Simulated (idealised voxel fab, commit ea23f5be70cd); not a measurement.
Proc. module: voxel self aligned vias
Cross-sectional view cut (width: 260 nm; square cell size: 5 nm).
In what follows, cross-sections appear as grids of square cells, described through bands that run from the top down, where every band is one or more rows of cells. Heads up on the band format: heights come first, top then bottom, in nm. After that it's the materials left to right, each with its width in nm. A single material flagged "full width" fills the whole band edge to edge, and "empty" means there's empty space there. The level at which height equals 0 is the one under which the wafer, as it arrives, is entirely one material. No lower edge exists for the bottom band, which continues downward and is notated as in "from 0 down". Note: "30->40" means the width goes from the first number (top row of the band) to the second number (bottom row) in equal steps per row of cells. "same as before" means the step left every cell of the cross-section as it was. This entry, "Sealed internal cavities", enumerates those empty regions of no fewer than 8 cells that possess no open connection to the top. Each region is reported in the form width x height at distance, the distance being taken from the left edge, with all three quantities expressed in nm. It should be noted that, on the line of a given step, the content following the step's settings is a remark produced by the simulator itself with respect to that step. When a step includes a mask, the "overlay nm" setting on its line states how far to the right of its planned place that mask lay, and negative values state how far to the left.

## The following list gives the planned process steps
1,RECEIVE (material Si)
2,CONFORMAL_DEP (material SiO2; thk nm 15)
3,CONFORMAL_DEP (material SiCN; thk nm 5)
4,DIRECTIONAL_DEP (material lowk; thk nm 20)
5,PATTERN (tone open; mask id LINES; material resist; width nm 15; pitch nm 60; thk nm 15; overlay nm 0)
6,DIRECTIONAL_ETCH (etch materials lowk; depth nm 20)
7,STRIP (etch materials resist)
8,CONFORMAL_DEP (material TiN; thk nm 5)
9,FILL_DEP (material Ru; thk nm 10)
10,CMP (height nm 40)
11,SELECTIVE_ETCH (etch materials W Ru TiN; depth nm 10)
12,FILL_DEP (material SiN; thk nm 5)
13,CMP (height nm 40)
14,DIRECTIONAL_DEP (material lowk; thk nm 20)
15,MASKED_ETCH (tone open; mask id VIAS; width nm 40; etch materials lowk; depth nm 20; overlay nm 0)
16,MASKED_ETCH (tone open; mask id VIAS; width nm 40; etch materials SiN; depth nm 10; overlay nm 0)
17,CONFORMAL_DEP (material TiN; thk nm 5)
18,FILL_DEP (material Cu; thk nm 10)
19,CMP (height nm 60)
20,CONFORMAL_DEP (material SiCN; thk nm 5)
The value of width nm given for step 5 in the plan refers to the first wafer; the wafers vary in this setting and are alike at the start.

## So this is the first of several wafers, cross-sectioned as it came to us, meaning it's at the end of step 1
* from 0 down  Si full width
* Sealed internal cavities: none

## Module end state after final step 20: cross-section of the first of several wafers
* from 65 to 60  SiCN full width
* from 60 to 45  80 of lowk; 5 of TiN; 30 of Cu; 5 of TiN; 140 of lowk
* from 45 to 40  80 of lowk; 20 of TiN; 5 of Cu; 15 of TiN; 140 of lowk
* from 40 to 35  95 of lowk; 5 of TiN; 5 of Cu; 5 of TiN; 45 of lowk; 15 of SiN; 90 of lowk
* from 35 to 30  95 of lowk; 15 of TiN; 45 of lowk; 15 of SiN; 90 of lowk
* from 30 to 25  95 of lowk; 5 of TiN; 5 of Ru; 5 of TiN; 45 of lowk; 5 of TiN; 5 of Ru; 5 of TiN; 90 of lowk
* from 25 to 20  95 of lowk; 15 of TiN; 45 of lowk; 15 of TiN; 90 of lowk
* from 20 to 15  SiCN full width
* from 15 to 0  SiO2 full width
* from 0 down  Si full width
* Sealed internal cavities: none

## The last wafer as seen in cross-section at the end of the module
* from 65 to 60  SiCN full width
* from 60 to 45  80 of lowk; 5 of TiN; 30 of Cu; 5 of TiN; 140 of lowk
* from 45 to 40  80 of lowk; 10 of TiN; 25 of Cu; 5 of TiN; 140 of lowk
* from 40 to 35  85 of lowk; 5 of TiN; 25 of Cu; 5 of TiN; 25 of lowk; 35 of SiN; 80 of lowk
* from 35 to 30  85 of lowk; 35 of TiN; 25 of lowk; 35 of SiN; 80 of lowk
* from 30 to 25  85 of lowk; 5 of TiN; 25 of Ru; 5 of TiN; 25 of lowk; 5 of TiN; 25 of Ru; 5 of TiN; 80 of lowk
* from 25 to 20  85 of lowk; 35 of TiN; 25 of lowk; 35 of TiN; 80 of lowk
* from 20 to 15  SiCN full width
* from 15 to 0  SiO2 full width
* from 0 down  Si full width
* Sealed internal cavities: none

## The table below has one row for each wafer; a row shows, as of the end of the module, how many cells of each material the wafer has gained, marked (+), or lost, marked (-), since it was received, and then the wafer's closed voids
width nm 15, +20 Cu, +2 Ru, +104 SiCN, +6 SiN, +156 SiO2, +28 TiN, +360 lowk, Sealed internal cavities: none
width nm 20, +22 Cu, +4 Ru, +104 SiCN, +8 SiN, +156 SiO2, +30 TiN, +352 lowk, Sealed internal cavities: none
width nm 25, +24 Cu, +6 Ru, +104 SiCN, +10 SiN, +156 SiO2, +32 TiN, +344 lowk, Sealed internal cavities: none
width nm 30, +26 Cu, +8 Ru, +104 SiCN, +12 SiN, +156 SiO2, +34 TiN, +336 lowk, Sealed internal cavities: none
width nm 35, +28 Cu, +10 Ru, +104 SiCN, +14 SiN, +156 SiO2, +36 TiN, +328 lowk, Sealed internal cavities: none
